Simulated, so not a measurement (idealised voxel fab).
process module | voxel self aligned contacts
cross-section cut | 240 nm wide | cells 5 nm
A cross-section is a grid of square cells, given in bands from the top down. A band is one or more rows of cells.
Each band's line starts with the height of the band's top and of its bottom, in nm. Then come its materials from left to right, each with its width in nm. One material with "throughout" fills the band from edge to edge. "air" is empty space.
Height 0 is the level under which the wafer as received is all one material. The lowest band goes on downwards, as in "0 down".
A width such as "30 to 40" changes by the same amount from each row of cells to the next, from the band's top row to its bottom row.
"no change" after a step means that no cell of the cross-section changed.
closed voids: empty space of 8 cells or more with no open way to the top, each as width x height at its distance from the left edge, in nm
after a step's settings: what the simulator itself notes on the step
overlay nm, on a step with a mask: how far to the right of its planned place the mask lay; to the left if negative
plan
1 op RECEIVE | material Si
2 op OXIDIZE | depth nm 5
3 op DIRECTIONAL_DEP | material polySi | thk nm 30
4 op DIRECTIONAL_DEP | material SiN | thk nm 20
5 op DIRECTIONAL_DEP | material aC | thk nm 10
6 op PATTERN | tone cover | mask id GATE | material resist | width nm 25 | pitch nm 65 | thk nm 30 | overlay nm 0
7 op DIRECTIONAL_ETCH | etch materials aC | depth nm 10
8 op STRIP | etch materials resist
9 op DIRECTIONAL_ETCH | etch materials SiN | depth nm 20
10 op DIRECTIONAL_ETCH | etch materials polySi | depth nm 30
11 op STRIP | etch materials aC
12 op CONFORMAL_DEP | material SiN | thk nm 10
13 op DIRECTIONAL_ETCH | etch materials SiN | depth nm 10
14 op FILL_DEP | material SiO2 | thk nm 15
15 op CMP | height nm 60
16 op DIRECTIONAL_DEP | material aC | thk nm 10
17 op PATTERN | tone open | mask id CONTACT | material resist | width nm 50 | thk nm 25 | overlay nm 0
18 op DIRECTIONAL_ETCH | etch materials aC | depth nm 10
19 op STRIP | etch materials resist
20 op DIRECTIONAL_ETCH | etch materials SiO2 | depth nm 65
21 op STRIP | etch materials aC
22 op CONFORMAL_DEP | material TiN | thk nm 5
23 op FILL_DEP | material W | thk nm 5
24 op CMP | height nm 60
25 op CONFORMAL_DEP | material SiN | thk nm 5
as received, after step 1
  0 down: Si throughout
  closed voids: none
a wafer at the end: this start, this plan, one mistake
  65 to 60: SiN throughout
  60 to 55: SiO2 65 | SiN 45 | TiN 5 | W 10 | TiN 5 | SiN 45 | SiO2 65
  55 to 50: SiO2 65 | SiN 45 | TiN 20 | SiN 45 | SiO2 65
  50 to 30: SiN throughout
  30 to 0: polySi throughout
  0 to -5: SiO2 throughout
  -5 down: Si throughout
  closed voids: none
what went wrong: step 4 was run twice
